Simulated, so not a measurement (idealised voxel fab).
Proc. module: voxel trench capacitor
The figure presents cross-section cut, which has a width of 260 nm and is divided into square cells with an edge length of 5 nm.
Heads up, the way a cross-section reads in here is a grid of square cells, handed over as bands from the top down, with every band being one or more rows of cells.
Band: top and bottom heights (nm) first, top before bottom; then materials from left to right, widths in nm. "throughout" marks a sole material filling the band edge to edge. "air" denotes empty space.
Heads up on the height convention: 0 is the point under which the incoming wafer is all one material, and the lowest band has no bottom, it just keeps going down, like "0 nm and below".
A width given as "30->40" starts at the first number in the band's top row and ends at the second number in its bottom row, shifting by an equal amount at every step from row to row.
"nothing got changed" (step): cross-section cells unchanged, all of them.
The list in "Sealed void list" covers empty spaces of 8 cells or more that cannot reach the top through any open way, and it gives each as width x height at distance; the distance is from the left edge, and width, height and distance are in nm.
What comes after the settings on a step's line is commentary from the simulator itself on that step.
overlay nm: for a step with a mask, the amount by which the mask lay right of where it was planned; a negative amount means left of it.
# These are the steps we planned for the process
1 RECEIVE | material Si
2 CONFORMAL_DEP | material SiN | thk nm 10
3 DIRECTIONAL_DEP | material aC | thk nm 15
4 PATTERN | tone open | mask id TRENCH | material resist | width nm 30 | pitch nm 55 | thk nm 30 | overlay nm 0
5 DIRECTIONAL_ETCH | etch materials aC | depth nm 15
6 STRIP | etch materials resist
7 DIRECTIONAL_ETCH | etch materials SiN | depth nm 10
8 DIRECTIONAL_ETCH | etch materials Si | depth nm 30
9 STRIP | etch materials aC
10 CONFORMAL_DEP | material HfO2 | thk nm 5
11 CONFORMAL_DEP | material TiN | thk nm 5
12 FILL_DEP | material W | thk nm 10
13 CMP | height nm 10
# Wafer cross-section on receipt, i.e. after step 1
0 nm and below | Si throughout
Sealed void list: none
# Result of the module, cross-sectioned: start per above, plan per above, one error in how it was run
10 nm to 0 nm | W throughout
0 nm and below | Si throughout
Sealed void list: none
It is concluded that the wafer was processed incorrectly with respect to the plan, in that step 2 ran with different settings than intended, the actual operation and settings being CONFORMAL_DEP | material W | thk nm 10
